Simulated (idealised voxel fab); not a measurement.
This section sets out a process module, namely voxel transistor to metal.
Section cut is 210 nm wide and gridded with 5 nm square cells.
A cross-section is written here as square cells arranged in a grid, and it is given in bands from the top down, each band taking up one or more rows of cells.
In this notation a band is specified by the heights of its top and bottom, in that order and in nm, after which its materials appear from left to right, each paired with its width in nm. The word "full width" attached to a single material means that material fills the band from edge to edge; the word "air" stands for empty space.
Below 0: as-received wafer, all one material; heights counted from there. Lowest band: no bottom, goes on down, written "z 0 and below".
Quick explanation for "30 to 40": the width changes in equal steps down the rows of cells, from the first number in the band's top row to the second number in its bottom row.
For the purposes of this document, the phrase "same as before" attached to a step denotes that no cell within the cross-section was modified by that step.
Look at "Enclosed void entries" for the closed voids: empty spaces with no open path to the top, sized 8 cells or up. Each is width x height at distance, distance from the left edge, all nm.
Step line, after settings: the simulator's comment on this step.
overlay nm: where the mask lay relative to plan, measured to the right, on steps with a mask; negatives go left.
-- Steps in the process plan
1. op RECEIVE | material Si
2. op CONFORMAL_DEP | material SiO2 | thk nm 5
3. op CONFORMAL_DEP | material SiN | thk nm 15
4. op PATTERN | tone cover | mask id ACTIVE | material resist | width nm 115 | thk nm 15 | overlay nm 0
5. op DIRECTIONAL_ETCH | etch materials SiN | depth nm 15
6. op DIRECTIONAL_ETCH | etch materials SiO2 | depth nm 5
7. op DIRECTIONAL_ETCH | etch materials Si | depth nm 20
8. op STRIP | etch materials resist
9. op FILL_DEP | material SiO2 | thk nm 10
10. op CMP | height nm 20
11. op SELECTIVE_ETCH | etch materials SiO2 | depth nm 15
12. op STRIP | etch materials SiN
13. op SELECTIVE_ETCH | etch materials SiO2 | depth nm 5
14. op OXIDIZE | depth nm 5
15. op DIRECTIONAL_DEP | material polySi | thk nm 25
16. op DIRECTIONAL_DEP | material SiCN | thk nm 10
17. op PATTERN | tone cover | mask id GATE | material resist | width nm 25 | thk nm 20 | overlay nm 0
18. op DIRECTIONAL_ETCH | etch materials SiCN | depth nm 20
19. op DIRECTIONAL_ETCH | etch materials polySi | depth nm 35
20. op STRIP | etch materials resist
21. op CONFORMAL_DEP | material SiO2 | thk nm 5
22. op DIRECTIONAL_ETCH | etch materials SiO2 | depth nm 5
23. op CONFORMAL_DEP | material SiN | thk nm 10
24. op DIRECTIONAL_ETCH | etch materials SiN | depth nm 10
25. op DIRECTIONAL_ETCH | etch materials SiO2 | depth nm 5
26. op DIRECTIONAL_ETCH | etch materials Si | depth nm 15
27. op EPI | material pSi | thk nm 20
28. op FILL_DEP | material SiO2 | thk nm 10
29. op CMP | height nm 35
30. op DIRECTIONAL_DEP | material SiO2 | thk nm 15
31. op DIRECTIONAL_DEP | material aC | thk nm 15
32. op PATTERN | tone open | mask id CONTACT | material resist | width nm 30 | pitch nm 65 | thk nm 30 | overlay nm 0
33. op DIRECTIONAL_ETCH | etch materials aC | depth nm 15
34. op STRIP | etch materials resist
35. op DIRECTIONAL_ETCH | etch materials SiO2 | depth nm 35
36. op STRIP | etch materials aC
37. op CONFORMAL_DEP | material TiN | thk nm 5
38. op FILL_DEP | material W | thk nm 10
39. op CMP | height nm 50
40. op CONFORMAL_DEP | material SiCN | thk nm 5
41. op DIRECTIONAL_DEP | material lowk | thk nm 20
42. op DIRECTIONAL_DEP | material aC | thk nm 10
43. op PATTERN | tone open | mask id METAL_1 | material resist | width nm 15 | pitch nm 80 | thk nm 30 | overlay nm 0
44. op DIRECTIONAL_ETCH | etch materials aC | depth nm 10
45. op STRIP | etch materials resist
46. op DIRECTIONAL_ETCH | etch materials lowk | depth nm 20
47. op DIRECTIONAL_ETCH | etch materials SiCN | depth nm 5
48. op STRIP | etch materials aC
49. op CONFORMAL_DEP | material TiN | thk nm 5
50. op FILL_DEP | material W | thk nm 10
51. op CMP | height nm 75
52. op EPI | material Ru | thk nm 5
53. op FILL_DEP | material SiCN | thk nm 5
54. op DIRECTIONAL_DEP | material SiO2 | thk nm 30
55. op PATTERN | tone open | mask id METAL_2 | material resist | width nm 15 | pitch nm 80 | thk nm 20 | overlay nm 0
56. op DIRECTIONAL_ETCH | etch materials SiO2 | depth nm 20
57. op STRIP | etch materials resist
58. op MASKED_ETCH | tone open | mask id METAL_2_HOLES | width nm 15 | pitch nm 80 | etch materials SiO2 | depth nm 10 | overlay nm 0
59. op MASKED_ETCH | tone open | mask id METAL_2_HOLES | width nm 15 | pitch nm 80 | etch materials SiCN | depth nm 5 | overlay nm 0
60. op CONFORMAL_DEP | material TiN | thk nm 5
61. op FILL_DEP | material Cu | thk nm 10
62. op CMP | height nm 115
63. op CONFORMAL_DEP | material SiN | thk nm 5
-- First of two wafers, with the run carried out as planned
-- So this is the incoming wafer in cross-section - it's already been through step 1
* z 0 and below = Si full width
* Enclosed void entries: none
-- The wafer, seen in cross-section, after step 2
* z 5 to 0 = SiO2 full width
* Rest of section, below 0: as before.
-- The wafer, seen in cross-section, after step 3
* z 20 to 5 = SiN full width
* Rest of section, below 5: as before.
-- The wafer, seen in cross-section, after step 4
* z 35 to 20 = air (45)  resist (115)  air (50)
* Rest of section, below 20: as before.
-- The wafer, seen in cross-section, after step 5
* z 35 to 20 = air (45)  resist (115)  air (50)
* z 20 to 5 = air (45)  SiN (115)  air (50)
* Rest of section, below 5: as before.
-- The wafer, seen in cross-section, after step 6
* z 35 to 20 = air (45)  resist (115)  air (50)
* z 20 to 5 = air (45)  SiN (115)  air (50)
* z 5 to 0 = air (45)  SiO2 (115)  air (50)
* Rest of section, below 0: as before.
-- The wafer, seen in cross-section, after step 7
* z 35 to 20 = air (45)  resist (115)  air (50)
* z 20 to 5 = air (45)  SiN (115)  air (50)
* z 5 to 0 = air (45)  SiO2 (115)  air (50)
* z 0 to -20 = air (45)  Si (115)  air (50)
* Rest of section, below -20: as before.
-- The wafer, seen in cross-section, after step 8
* z 20 to 5 = air (45)  SiN (115)  air (50)
* Rest of section, below 5: as before.
-- The wafer, seen in cross-section, after step 9
* z 30 to 20 = SiO2 full width
* z 20 to 5 = SiO2 (45)  SiN (115)  SiO2 (50)
* z 5 to 0 = SiO2 full width
* z 0 to -20 = SiO2 (45)  Si (115)  SiO2 (50)
* Rest of section, below -20: as before.
-- The wafer, seen in cross-section, after step 10
* z 20 to 5 = SiO2 (45)  SiN (115)  SiO2 (50)
* Rest of section, below 5: as before.
-- The wafer, seen in cross-section, after step 11
* z 20 to 5 = air (45)  SiN (115)  air (50)
* Rest of section, below 5: as before.
-- The wafer, seen in cross-section, after step 12
* z 5 to 0 = SiO2 full width
* Rest of section, below 0: as before.
-- The wafer, seen in cross-section, after step 13
* z 0 to -20 = SiO2 (45)  Si (115)  SiO2 (50)
* Rest of section, below -20: as before.
-- The wafer, seen in cross-section, after step 14
* z 0 to -5 = SiO2 full width
* Rest of section, below -5: as before.
-- The wafer, seen in cross-section, after step 15
* z 25 to 0 = polySi full width
* Rest of section, below 0: as before.
-- The wafer, seen in cross-section, after step 16
* z 35 to 25 = SiCN full width
* Rest of section, below 25: as before.
-- The wafer, seen in cross-section, after step 17
* z 55 to 35 = air (90)  resist (25)  air (95)
* Rest of section, below 35: as before.
-- The wafer, seen in cross-section, after step 18
* z 55 to 35 = air (90)  resist (25)  air (95)
* z 35 to 25 = air (90)  SiCN (25)  air (95)
* Rest of section, below 25: as before.
-- The wafer, seen in cross-section, after step 19
* z 55 to 35 = air (90)  resist (25)  air (95)
* z 35 to 25 = air (90)  SiCN (25)  air (95)
* z 25 to 0 = air (90)  polySi (25)  air (95)
* Rest of section, below 0: as before.
-- The wafer, seen in cross-section, after step 20
* z 35 to 25 = air (90)  SiCN (25)  air (95)
* Rest of section, below 25: as before.
-- The wafer, seen in cross-section, after step 21
* z 40 to 35 = air (85)  SiO2 (35)  air (90)
* z 35 to 25 = air (85)  SiO2 (5)  SiCN (25)  SiO2 (5)  air (90)
* z 25 to 5 = air (85)  SiO2 (5)  polySi (25)  SiO2 (5)  air (90)
* z 5 to 0 = SiO2 (90)  polySi (25)  SiO2 (95)
* Rest of section, below 0: as before.
-- The wafer, seen in cross-section, after step 22
* z 35 to 25 = air (85)  SiO2 (5)  SiCN (25)  SiO2 (5)  air (90)
* z 25 to 0 = air (85)  SiO2 (5)  polySi (25)  SiO2 (5)  air (90)
* Rest of section, below 0: as before.
-- The wafer, seen in cross-section, after step 23
* z 45 to 35 = air (75)  SiN (55)  air (80)
* z 35 to 25 = air (75)  SiN (10)  SiO2 (5)  SiCN (25)  SiO2 (5)  SiN (10)  air (80)
* z 25 to 10 = air (75)  SiN (10)  SiO2 (5)  polySi (25)  SiO2 (5)  SiN (10)  air (80)
* z 10 to 0 = SiN (85)  SiO2 (5)  polySi (25)  SiO2 (5)  SiN (90)
* Rest of section, below 0: as before.
-- The wafer, seen in cross-section, after step 24
* z 35 to 25 = air (75)  SiN (10)  SiO2 (5)  SiCN (25)  SiO2 (5)  SiN (10)  air (80)
* z 25 to 0 = air (75)  SiN (10)  SiO2 (5)  polySi (25)  SiO2 (5)  SiN (10)  air (80)
* Rest of section, below 0: as before.
-- The wafer, seen in cross-section, after step 25
* z 35 to 30 = air (75)  SiN (10)  air (5)  SiCN (25)  air (5)  SiN (10)  air (80)
* z 30 to 25 = air (75)  SiN (10)  SiO2 (5)  SiCN (25)  SiO2 (5)  SiN (10)  air (80)
* z 25 to 0 = air (75)  SiN (10)  SiO2 (5)  polySi (25)  SiO2 (5)  SiN (10)  air (80)
* z 0 to -5 = air (75)  SiO2 (55)  air (80)
* Rest of section, below -5: as before.
-- The wafer, seen in cross-section, after step 26
* z 35 to 30 = air (75)  SiN (10)  air (5)  SiCN (25)  air (5)  SiN (10)  air (80)
* z 30 to 25 = air (75)  SiN (10)  SiO2 (5)  SiCN (25)  SiO2 (5)  SiN (10)  air (80)
* z 25 to 0 = air (75)  SiN (10)  SiO2 (5)  polySi (25)  SiO2 (5)  SiN (10)  air (80)
* z 0 to -5 = air (75)  SiO2 (55)  air (80)
* z -5 to -20 = SiO2 (45)  air (30)  Si (55)  air (30)  SiO2 (50)
* Rest of section, below -20: as before.
-- The wafer, seen in cross-section, after step 27
* z 35 to 30 = air (75)  SiN (10)  air (5)  SiCN (25)  air (5)  SiN (10)  air (80)
* z 30 to 25 = air (75)  SiN (10)  SiO2 (5)  SiCN (25)  SiO2 (5)  SiN (10)  air (80)
* z 25 to 15 = air (75)  SiN (10)  SiO2 (5)  polySi (25)  SiO2 (5)  SiN (10)  air (80)
* z 15 to 0 = air (55)  pSi (20)  SiN (10)  SiO2 (5)  polySi (25)  SiO2 (5)  SiN (10)  pSi (20)  air (60)
* z 0 to -5 = air (40)  pSi (35)  SiO2 (55)  pSi (35)  air (45)
* z -5 to -20 = SiO2 (45)  pSi (30)  Si (55)  pSi (30)  SiO2 (50)
* Rest of section, below -20: as before.
-- The wafer, seen in cross-section, after step 28
* z 45 to 35 = SiO2 full width
* z 35 to 25 = SiO2 (75)  SiN (10)  SiO2 (5)  SiCN (25)  SiO2 (5)  SiN (10)  SiO2 (80)
* z 25 to 15 = SiO2 (75)  SiN (10)  SiO2 (5)  polySi (25)  SiO2 (5)  SiN (10)  SiO2 (80)
* z 15 to 0 = SiO2 (55)  pSi (20)  SiN (10)  SiO2 (5)  polySi (25)  SiO2 (5)  SiN (10)  pSi (20)  SiO2 (60)
* z 0 to -5 = SiO2 (40)  pSi (35)  SiO2 (55)  pSi (35)  SiO2 (45)
* Rest of section, below -5: as before.
-- The wafer, seen in cross-section, after step 29
* z 35 to 25 = SiO2 (75)  SiN (10)  SiO2 (5)  SiCN (25)  SiO2 (5)  SiN (10)  SiO2 (80)
* Rest of section, below 25: as before.
-- The wafer, seen in cross-section, after step 30
* z 50 to 35 = SiO2 full width
* Rest of section, below 35: as before.
-- The wafer, seen in cross-section, after step 31
* z 65 to 50 = aC full width
* Rest of section, below 50: as before.
-- The wafer, seen in cross-section, after step 32
* z 95 to 65 = resist (55)  air (30)  resist (35)  air (30)  resist (60)
* Rest of section, below 65: as before.
-- The wafer, seen in cross-section, after step 33
* z 80 to 65 = resist (55)  air (30)  resist (35)  air (30)  resist (60)
* z 65 to 50 = aC (55)  air (30)  aC (35)  air (30)  aC (60)
* Rest of section, below 50: as before.
-- The wafer, seen in cross-section, after step 34
* z 65 to 50 = aC (55)  air (30)  aC (35)  air (30)  aC (60)
* Rest of section, below 50: as before.
-- The wafer, seen in cross-section, after step 35
* z 65 to 50 = aC (55)  air (30)  aC (35)  air (30)  aC (60)
* z 50 to 35 = SiO2 (55)  air (30)  SiO2 (35)  air (30)  SiO2 (60)
* z 35 to 25 = SiO2 (55)  air (20)  SiN (10)  SiO2 (5)  SiCN (25)  SiO2 (5)  SiN (10)  air (20)  SiO2 (60)
* z 25 to 15 = SiO2 (55)  air (20)  SiN (10)  SiO2 (5)  polySi (25)  SiO2 (5)  SiN (10)  air (20)  SiO2 (60)
* Rest of section, below 15: as before.
-- The wafer, seen in cross-section, after step 36
* z 50 to 35 = SiO2 (55)  air (30)  SiO2 (35)  air (30)  SiO2 (60)
* Rest of section, below 35: as before.
-- The wafer, seen in cross-section, after step 37
* z 55 to 50 = TiN (60)  air (20)  TiN (45)  air (20)  TiN (65)
* z 50 to 40 = SiO2 (55)  TiN (5)  air (20)  TiN (5)  SiO2 (35)  TiN (5)  air (20)  TiN (5)  SiO2 (60)
* z 40 to 35 = SiO2 (55)  TiN (5)  air (10)  TiN (15)  SiO2 (35)  TiN (15)  air (10)  TiN (5)  SiO2 (60)
* z 35 to 25 = SiO2 (55)  TiN (5)  air (10)  TiN (5)  SiN (10)  SiO2 (5)  SiCN (25)  SiO2 (5)  SiN (10)  TiN (5)  air (10)  TiN (5)  SiO2 (60)
* z 25 to 20 = SiO2 (55)  TiN (5)  air (10)  TiN (5)  SiN (10)  SiO2 (5)  polySi (25)  SiO2 (5)  SiN (10)  TiN (5)  air (10)  TiN (5)  SiO2 (60)
* z 20 to 15 = SiO2 (55)  TiN (20)  SiN (10)  SiO2 (5)  polySi (25)  SiO2 (5)  SiN (10)  TiN (20)  SiO2 (60)
* Rest of section, below 15: as before.
-- The wafer, seen in cross-section, after step 38
* z 65 to 55 = W full width
* z 55 to 50 = TiN (60)  W (20)  TiN (45)  W (20)  TiN (65)
* z 50 to 40 = SiO2 (55)  TiN (5)  W (20)  TiN (5)  SiO2 (35)  TiN (5)  W (20)  TiN (5)  SiO2 (60)
* z 40 to 35 = SiO2 (55)  TiN (5)  W (10)  TiN (15)  SiO2 (35)  TiN (15)  W (10)  TiN (5)  SiO2 (60)
* z 35 to 25 = SiO2 (55)  TiN (5)  W (10)  TiN (5)  SiN (10)  SiO2 (5)  SiCN (25)  SiO2 (5)  SiN (10)  TiN (5)  W (10)  TiN (5)  SiO2 (60)
* z 25 to 20 = SiO2 (55)  TiN (5)  W (10)  TiN (5)  SiN (10)  SiO2 (5)  polySi (25)  SiO2 (5)  SiN (10)  TiN (5)  W (10)  TiN (5)  SiO2 (60)
* Rest of section, below 20: as before.
-- The wafer, seen in cross-section, after step 39
* z 50 to 40 = SiO2 (55)  TiN (5)  W (20)  TiN (5)  SiO2 (35)  TiN (5)  W (20)  TiN (5)  SiO2 (60)
* Rest of section, below 40: as before.
-- The wafer, seen in cross-section, after step 40
* z 55 to 50 = SiCN full width
* Rest of section, below 50: as before.
-- The wafer, seen in cross-section, after step 41
* z 75 to 55 = lowk full width
* Rest of section, below 55: as before.
-- The wafer, seen in cross-section, after step 42
* z 85 to 75 = aC full width
* Rest of section, below 75: as before.
-- The wafer, seen in cross-section, after step 43
* z 115 to 85 = resist (55)  air (15)  resist (65)  air (15)  resist (60)
* Rest of section, below 85: as before.
-- The wafer, seen in cross-section, after step 44
* z 105 to 85 = resist (55)  air (15)  resist (65)  air (15)  resist (60)
* z 85 to 75 = aC (55)  air (15)  aC (65)  air (15)  aC (60)
* Rest of section, below 75: as before.
-- The wafer, seen in cross-section, after step 45
* z 85 to 75 = aC (55)  air (15)  aC (65)  air (15)  aC (60)
* Rest of section, below 75: as before.
-- The wafer, seen in cross-section, after step 46
* z 85 to 75 = aC (55)  air (15)  aC (65)  air (15)  aC (60)
* z 75 to 55 = lowk (55)  air (15)  lowk (65)  air (15)  lowk (60)
* Rest of section, below 55: as before.
-- The wafer, seen in cross-section, after step 47
* z 85 to 75 = aC (55)  air (15)  aC (65)  air (15)  aC (60)
* z 75 to 55 = lowk (55)  air (15)  lowk (65)  air (15)  lowk (60)
* z 55 to 50 = SiCN (55)  air (15)  SiCN (65)  air (15)  SiCN (60)
* Rest of section, below 50: as before.
-- The wafer, seen in cross-section, after step 48
* z 75 to 55 = lowk (55)  air (15)  lowk (65)  air (15)  lowk (60)
* Rest of section, below 55: as before.
-- The wafer, seen in cross-section, after step 49
* z 80 to 75 = TiN (60)  air (5)  TiN (75)  air (5)  TiN (65)
* z 75 to 55 = lowk (55)  TiN (5)  air (5)  TiN (5)  lowk (65)  TiN (5)  air (5)  TiN (5)  lowk (60)
* z 55 to 50 = SiCN (55)  TiN (15)  SiCN (65)  TiN (15)  SiCN (60)
* Rest of section, below 50: as before.
-- The wafer, seen in cross-section, after step 50
* z 90 to 80 = W full width
* z 80 to 75 = TiN (60)  W (5)  TiN (75)  W (5)  TiN (65)
* z 75 to 55 = lowk (55)  TiN (5)  W (5)  TiN (5)  lowk (65)  TiN (5)  W (5)  TiN (5)  lowk (60)
* Rest of section, below 55: as before.
-- The wafer, seen in cross-section, after step 51
* z 75 to 55 = lowk (55)  TiN (5)  W (5)  TiN (5)  lowk (65)  TiN (5)  W (5)  TiN (5)  lowk (60)
* Rest of section, below 55: as before.
-- The wafer, seen in cross-section, after step 52
* z 80 to 75 = air (50)  Ru (25)  air (55)  Ru (25)  air (55)
* Rest of section, below 75: as before.
-- The wafer, seen in cross-section, after step 53
* z 85 to 80 = SiCN full width
* z 80 to 75 = SiCN (50)  Ru (25)  SiCN (55)  Ru (25)  SiCN (55)
* Rest of section, below 75: as before.
-- The wafer, seen in cross-section, after step 54
* z 115 to 85 = SiO2 full width
* Rest of section, below 85: as before.
-- The wafer, seen in cross-section, after step 55
* z 135 to 115 = resist (55)  air (15)  resist (65)  air (15)  resist (60)
* Rest of section, below 115: as before.
-- The wafer, seen in cross-section, after step 56
* z 135 to 115 = resist (55)  air (15)  resist (65)  air (15)  resist (60)
* z 115 to 95 = SiO2 (55)  air (15)  SiO2 (65)  air (15)  SiO2 (60)
* Rest of section, below 95: as before.
-- The wafer, seen in cross-section, after step 57
* z 115 to 95 = SiO2 (55)  air (15)  SiO2 (65)  air (15)  SiO2 (60)
* Rest of section, below 95: as before.
-- The wafer, seen in cross-section, after step 58
* z 115 to 85 = SiO2 (55)  air (15)  SiO2 (65)  air (15)  SiO2 (60)
* Rest of section, below 85: as before.
-- The wafer, seen in cross-section, after step 59
* z 115 to 85 = SiO2 (55)  air (15)  SiO2 (65)  air (15)  SiO2 (60)
* z 85 to 80 = SiCN (55)  air (15)  SiCN (65)  air (15)  SiCN (60)
* Rest of section, below 80: as before.
-- The wafer, seen in cross-section, after step 60
* z 120 to 115 = TiN (60)  air (5)  TiN (75)  air (5)  TiN (65)
* z 115 to 85 = SiO2 (55)  TiN (5)  air (5)  TiN (5)  SiO2 (65)  TiN (5)  air (5)  TiN (5)  SiO2 (60)
* z 85 to 80 = SiCN (55)  TiN (15)  SiCN (65)  TiN (15)  SiCN (60)
* Rest of section, below 80: as before.
-- The wafer, seen in cross-section, after step 61
* z 130 to 120 = Cu full width
* z 120 to 115 = TiN (60)  Cu (5)  TiN (75)  Cu (5)  TiN (65)
* z 115 to 85 = SiO2 (55)  TiN (5)  Cu (5)  TiN (5)  SiO2 (65)  TiN (5)  Cu (5)  TiN (5)  SiO2 (60)
* Rest of section, below 85: as before.
-- The wafer, seen in cross-section, after step 62
* z 115 to 85 = SiO2 (55)  TiN (5)  Cu (5)  TiN (5)  SiO2 (65)  TiN (5)  Cu (5)  TiN (5)  SiO2 (60)
* Rest of section, below 85: as before.
-- The wafer, seen in cross-section, after step 63
* z 120 to 115 = SiN full width
* Rest of section, below 115: as before.
-- Here the second wafer is described. Its start and its plan were those of the first wafer. Its run contained one mistake. Up to and including step 42, it did exactly what the first wafer did
-- At the planned end of step 43, the second wafer in cross-section
* z 115 to 85 = resist (50)  air (25)  resist (55)  air (25)  resist (55)
* Rest of section, below 85: as before.
-- At the planned end of step 44, the second wafer in cross-section
* z 105 to 85 = resist (50)  air (25)  resist (55)  air (25)  resist (55)
* z 85 to 75 = aC (50)  air (25)  aC (55)  air (25)  aC (55)
* Rest of section, below 75: as before.
-- At the planned end of step 45, the second wafer in cross-section
* z 85 to 75 = aC (50)  air (25)  aC (55)  air (25)  aC (55)
* Rest of section, below 75: as before.
-- At the planned end of step 46, the second wafer in cross-section
* z 85 to 75 = aC (50)  air (25)  aC (55)  air (25)  aC (55)
* z 75 to 55 = lowk (50)  air (25)  lowk (55)  air (25)  lowk (55)
* Rest of section, below 55: as before.
-- At the planned end of step 47, the second wafer in cross-section
* z 85 to 75 = aC (50)  air (25)  aC (55)  air (25)  aC (55)
* z 75 to 55 = lowk (50)  air (25)  lowk (55)  air (25)  lowk (55)
* z 55 to 50 = SiCN (50)  air (25)  SiCN (55)  air (25)  SiCN (55)
* Rest of section, below 50: as before.
-- At the planned end of step 48, the second wafer in cross-section
* z 75 to 55 = lowk (50)  air (25)  lowk (55)  air (25)  lowk (55)
* Rest of section, below 55: as before.
-- At the planned end of step 49, the second wafer in cross-section
* z 80 to 75 = TiN (55)  air (15)  TiN (65)  air (15)  TiN (60)
* z 75 to 55 = lowk (50)  TiN (5)  air (15)  TiN (5)  lowk (55)  TiN (5)  air (15)  TiN (5)  lowk (55)
* z 55 to 50 = SiCN (50)  TiN (25)  SiCN (55)  TiN (25)  SiCN (55)
* Rest of section, below 50: as before.
-- At the planned end of step 50, the second wafer in cross-section
* z 90 to 80 = W full width
* z 80 to 75 = TiN (55)  W (15)  TiN (65)  W (15)  TiN (60)
* z 75 to 55 = lowk (50)  TiN (5)  W (15)  TiN (5)  lowk (55)  TiN (5)  W (15)  TiN (5)  lowk (55)
* Rest of section, below 55: as before.
-- At the planned end of step 51, the second wafer in cross-section
* z 75 to 55 = lowk (50)  TiN (5)  W (15)  TiN (5)  lowk (55)  TiN (5)  W (15)  TiN (5)  lowk (55)
* Rest of section, below 55: as before.
-- At the planned end of step 52, the second wafer in cross-section
* z 80 to 75 = air (45)  Ru (35)  air (45)  Ru (35)  air (50)
* Rest of section, below 75: as before.
-- At the planned end of step 53, the second wafer in cross-section
* z 85 to 80 = SiCN full width
* z 80 to 75 = SiCN (45)  Ru (35)  SiCN (45)  Ru (35)  SiCN (50)
* Rest of section, below 75: as before.
-- At the planned end of step 54, the second wafer in cross-section
* z 115 to 85 = SiO2 full width
* Rest of section, below 85: as before.
-- At the planned end of step 55, the second wafer in cross-section
* z 135 to 115 = resist (55)  air (15)  resist (65)  air (15)  resist (60)
* Rest of section, below 115: as before.
-- At the planned end of step 56, the second wafer in cross-section
* z 135 to 115 = resist (55)  air (15)  resist (65)  air (15)  resist (60)
* z 115 to 95 = SiO2 (55)  air (15)  SiO2 (65)  air (15)  SiO2 (60)
* Rest of section, below 95: as before.
-- At the planned end of step 57, the second wafer in cross-section
* z 115 to 95 = SiO2 (55)  air (15)  SiO2 (65)  air (15)  SiO2 (60)
* Rest of section, below 95: as before.
-- At the planned end of step 58, the second wafer in cross-section
* z 115 to 85 = SiO2 (55)  air (15)  SiO2 (65)  air (15)  SiO2 (60)
* Rest of section, below 85: as before.
-- At the planned end of step 59, the second wafer in cross-section
* z 115 to 85 = SiO2 (55)  air (15)  SiO2 (65)  air (15)  SiO2 (60)
* z 85 to 80 = SiCN (55)  air (15)  SiCN (65)  air (15)  SiCN (60)
* Rest of section, below 80: as before.
-- At the planned end of step 60, the second wafer in cross-section
* z 120 to 115 = TiN (60)  air (5)  TiN (75)  air (5)  TiN (65)
* z 115 to 85 = SiO2 (55)  TiN (5)  air (5)  TiN (5)  SiO2 (65)  TiN (5)  air (5)  TiN (5)  SiO2 (60)
* z 85 to 80 = SiCN (55)  TiN (15)  SiCN (65)  TiN (15)  SiCN (60)
* Rest of section, below 80: as before.
-- At the planned end of step 61, the second wafer in cross-section
* z 130 to 120 = Cu full width
* z 120 to 115 = TiN (60)  Cu (5)  TiN (75)  Cu (5)  TiN (65)
* z 115 to 85 = SiO2 (55)  TiN (5)  Cu (5)  TiN (5)  SiO2 (65)  TiN (5)  Cu (5)  TiN (5)  SiO2 (60)
* Rest of section, below 85: as before.
-- At the planned end of step 62, the second wafer in cross-section
* z 115 to 85 = SiO2 (55)  TiN (5)  Cu (5)  TiN (5)  SiO2 (65)  TiN (5)  Cu (5)  TiN (5)  SiO2 (60)
* Rest of section, below 85: as before.
-- At the planned end of step 63, the second wafer in cross-section
* z 120 to 115 = SiN full width
* Rest of section, below 115: as before.
What was done differently from what was planned? step 43 deviated from plan and actually ran as op PATTERN | tone open | mask id METAL_1 | material resist | width nm 25 | pitch nm 80 | thk nm 30 | overlay nm 0
End check, counted in cells, second wafer has more or fewer of these materials than the first: Ru: 4 more; SiCN: 8 fewer; TiN: 4 more; W: 16 more; lowk: 16 fewer
